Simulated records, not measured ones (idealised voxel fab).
process module | voxel wiring stack
cross-section cut | 205 nm wide | cells 5 nm
A cross-section is a grid of square cells, given in bands from the top down. A band is one or more rows of cells.
Each band's line starts with the height of the band's top and of its bottom, in nm. Then come its materials from left to right, each with its width in nm. One material with "throughout" fills the band from edge to edge. "air" is empty space.
Height 0 is the level under which the wafer as received is all one material. The lowest band goes on downwards, as in "0 down".
A width such as "30 to 40" changes by the same amount from each row of cells to the next, from the band's top row to its bottom row.
"no change" after a step means that no cell of the cross-section changed.
closed voids: empty space of 8 cells or more with no open way to the top, each as width x height at its distance from the left edge, in nm
after a step's settings: what the simulator itself notes on the step
overlay nm, on a step with a mask: how far to the right of its planned place the mask lay; to the left if negative
plan
1 op RECEIVE | material Si
2 op CONFORMAL_DEP | material SiO2 | thk nm 15
3 op CONFORMAL_DEP | material SiCN | thk nm 5
4 op DIRECTIONAL_DEP | material lowk | thk nm 25
5 op DIRECTIONAL_DEP | material aC | thk nm 10
6 op PATTERN | tone open | mask id METAL_1 | material resist | width nm 25 | pitch nm 50 | thk nm 30 | overlay nm 0
7 op DIRECTIONAL_ETCH | etch materials aC | depth nm 10
8 op STRIP | etch materials resist
9 op DIRECTIONAL_ETCH | etch materials lowk | depth nm 25
10 op DIRECTIONAL_ETCH | etch materials SiCN | depth nm 5
11 op STRIP | etch materials aC
12 op CONFORMAL_DEP | material TiN | thk nm 5
13 op FILL_DEP | material Cu | thk nm 10
14 op CMP | height nm 45
15 op CONFORMAL_DEP | material SiCN | thk nm 5
16 op DIRECTIONAL_DEP | material lowk | thk nm 15
17 op DIRECTIONAL_DEP | material aC | thk nm 15
18 op PATTERN | tone open | mask id PLUG_1 | material resist | width nm 15 | pitch nm 50 | thk nm 30 | overlay nm 0
19 op DIRECTIONAL_ETCH | etch materials aC | depth nm 15
20 op STRIP | etch materials resist
21 op DIRECTIONAL_ETCH | etch materials lowk | depth nm 15
22 op DIRECTIONAL_ETCH | etch materials SiCN | depth nm 5
23 op STRIP | etch materials aC
24 op CONFORMAL_DEP | material TiN | thk nm 5
25 op FILL_DEP | material Ru | thk nm 5
26 op CMP | height nm 65
27 op DIRECTIONAL_DEP | material TiN | thk nm 5
28 op DIRECTIONAL_DEP | material W | thk nm 20
29 op MASKED_ETCH | tone cover | mask id METAL_2 | width nm 25 | pitch nm 50 | etch materials W | depth nm 20 | overlay nm 0
30 op MASKED_ETCH | tone cover | mask id METAL_2 | width nm 25 | pitch nm 50 | etch materials TiN | depth nm 5 | overlay nm 0
31 op FILL_DEP | material SiO2 | thk nm 5
32 op CMP | height nm 90
33 op CONFORMAL_DEP | material SiN | thk nm 5
first wafer, as planned
as received, after step 1
  0 down: Si throughout
  closed voids: none
after step 2
  15 to 0: SiO2 throughout
  below 0: unchanged
after step 3
  20 to 15: SiCN throughout
  below 15: unchanged
after step 4
  45 to 20: lowk throughout
  below 20: unchanged
after step 5
  55 to 45: aC throughout
  below 45: unchanged
after step 6
  85 to 55: resist 40 | air 25 | resist 25 | air 25 | resist 25 | air 25 | resist 40
  below 55: unchanged
after step 7
  75 to 55: resist 40 | air 25 | resist 25 | air 25 | resist 25 | air 25 | resist 40
  55 to 45: aC 40 | air 25 | aC 25 | air 25 | aC 25 | air 25 | aC 40
  below 45: unchanged
after step 8
  55 to 45: aC 40 | air 25 | aC 25 | air 25 | aC 25 | air 25 | aC 40
  below 45: unchanged
after step 9
  55 to 45: aC 40 | air 25 | aC 25 | air 25 | aC 25 | air 25 | aC 40
  45 to 20: lowk 40 | air 25 | lowk 25 | air 25 | lowk 25 | air 25 | lowk 40
  below 20: unchanged
after step 10
  55 to 45: aC 40 | air 25 | aC 25 | air 25 | aC 25 | air 25 | aC 40
  45 to 20: lowk 40 | air 25 | lowk 25 | air 25 | lowk 25 | air 25 | lowk 40
  20 to 15: SiCN 40 | air 25 | SiCN 25 | air 25 | SiCN 25 | air 25 | SiCN 40
  below 15: unchanged
after step 11
  45 to 20: lowk 40 | air 25 | lowk 25 | air 25 | lowk 25 | air 25 | lowk 40
  below 20: unchanged
after step 12
  50 to 45: TiN 45 | air 15 | TiN 35 | air 15 | TiN 35 | air 15 | TiN 45
  45 to 20: lowk 40 | TiN 5 | air 15 | TiN 5 | lowk 25 | TiN 5 | air 15 | TiN 5 | lowk 25 | TiN 5 | air 15 | TiN 5 | lowk 40
  20 to 15: SiCN 40 | TiN 25 | SiCN 25 | TiN 25 | SiCN 25 | TiN 25 | SiCN 40
  below 15: unchanged
after step 13
  60 to 50: Cu throughout
  50 to 45: TiN 45 | Cu 15 | TiN 35 | Cu 15 | TiN 35 | Cu 15 | TiN 45
  45 to 20: lowk 40 | TiN 5 | Cu 15 | TiN 5 | lowk 25 | TiN 5 | Cu 15 | TiN 5 | lowk 25 | TiN 5 | Cu 15 | TiN 5 | lowk 40
  below 20: unchanged
after step 14
  45 to 20: lowk 40 | TiN 5 | Cu 15 | TiN 5 | lowk 25 | TiN 5 | Cu 15 | TiN 5 | lowk 25 | TiN 5 | Cu 15 | TiN 5 | lowk 40
  below 20: unchanged
after step 15
  50 to 45: SiCN throughout
  below 45: unchanged
after step 16
  65 to 50: lowk throughout
  below 50: unchanged
after step 17
  80 to 65: aC throughout
  below 65: unchanged
after step 18
  110 to 80: resist 40 | air 15 | resist 35 | air 15 | resist 35 | air 15 | resist 50
  below 80: unchanged
after step 19
  95 to 80: resist 40 | air 15 | resist 35 | air 15 | resist 35 | air 15 | resist 50
  80 to 65: aC 40 | air 15 | aC 35 | air 15 | aC 35 | air 15 | aC 50
  below 65: unchanged
after step 20
  80 to 65: aC 40 | air 15 | aC 35 | air 15 | aC 35 | air 15 | aC 50
  below 65: unchanged
after step 21
  80 to 65: aC 40 | air 15 | aC 35 | air 15 | aC 35 | air 15 | aC 50
  65 to 50: lowk 40 | air 15 | lowk 35 | air 15 | lowk 35 | air 15 | lowk 50
  below 50: unchanged
after step 22
  80 to 65: aC 40 | air 15 | aC 35 | air 15 | aC 35 | air 15 | aC 50
  65 to 50: lowk 40 | air 15 | lowk 35 | air 15 | lowk 35 | air 15 | lowk 50
  50 to 45: SiCN 40 | air 15 | SiCN 35 | air 15 | SiCN 35 | air 15 | SiCN 50
  below 45: unchanged
after step 23
  65 to 50: lowk 40 | air 15 | lowk 35 | air 15 | lowk 35 | air 15 | lowk 50
  below 50: unchanged
after step 24
  70 to 65: TiN 45 | air 5 | TiN 45 | air 5 | TiN 45 | air 5 | TiN 55
  65 to 50: lowk 40 | TiN 5 | air 5 | TiN 5 | lowk 35 | TiN 5 | air 5 | TiN 5 | lowk 35 | TiN 5 | air 5 | TiN 5 | lowk 50
  50 to 45: SiCN 40 | TiN 15 | SiCN 35 | TiN 15 | SiCN 35 | TiN 15 | SiCN 50
  below 45: unchanged
after step 25
  75 to 70: Ru throughout
  70 to 65: TiN 45 | Ru 5 | TiN 45 | Ru 5 | TiN 45 | Ru 5 | TiN 55
  65 to 50: lowk 40 | TiN 5 | Ru 5 | TiN 5 | lowk 35 | TiN 5 | Ru 5 | TiN 5 | lowk 35 | TiN 5 | Ru 5 | TiN 5 | lowk 50
  below 50: unchanged
after step 26
  65 to 50: lowk 40 | TiN 5 | Ru 5 | TiN 5 | lowk 35 | TiN 5 | Ru 5 | TiN 5 | lowk 35 | TiN 5 | Ru 5 | TiN 5 | lowk 50
  below 50: unchanged
after step 27
  70 to 65: TiN throughout
  below 65: unchanged
after step 28
  90 to 70: W throughout
  below 70: unchanged
after step 29
  90 to 70: air 40 | W 25 | air 25 | W 25 | air 25 | W 25 | air 40
  below 70: unchanged
after step 30
  90 to 70: air 40 | W 25 | air 25 | W 25 | air 25 | W 25 | air 40
  70 to 65: air 40 | TiN 25 | air 25 | TiN 25 | air 25 | TiN 25 | air 40
  below 65: unchanged
after step 31
  95 to 90: SiO2 throughout
  90 to 70: SiO2 40 | W 25 | SiO2 25 | W 25 | SiO2 25 | W 25 | SiO2 40
  70 to 65: SiO2 40 | TiN 25 | SiO2 25 | TiN 25 | SiO2 25 | TiN 25 | SiO2 40
  below 65: unchanged
after step 32
  90 to 70: SiO2 40 | W 25 | SiO2 25 | W 25 | SiO2 25 | W 25 | SiO2 40
  below 70: unchanged
after step 33
  95 to 90: SiN throughout
  below 90: unchanged
second wafer: like start, like plan, one mistake. Through step 28 it matches the first wafer
when step 29 should have ended
  90 to 70: W 40 | air 25 | W 25 | air 25 | W 25 | air 25 | W 40
  below 70: unchanged
when step 30 should have ended: no change
when step 31 should have ended
  95 to 90: SiO2 throughout
  90 to 70: W 40 | SiO2 25 | W 25 | SiO2 25 | W 25 | SiO2 25 | W 40
  below 70: unchanged
when step 32 should have ended
  90 to 70: W 40 | SiO2 25 | W 25 | SiO2 25 | W 25 | SiO2 25 | W 40
  below 70: unchanged
when step 33 should have ended
  95 to 90: SiN throughout
  below 90: unchanged
what went wrong: step 29 ran as: op MASKED_ETCH | tone open | mask id METAL_2 | width nm 25 | pitch nm 50 | etch materials W | depth nm 20 | overlay nm 0
at the end the second wafer has, in cells: 70 fewer of SiO2 | 26 more of TiN | 44 more of W
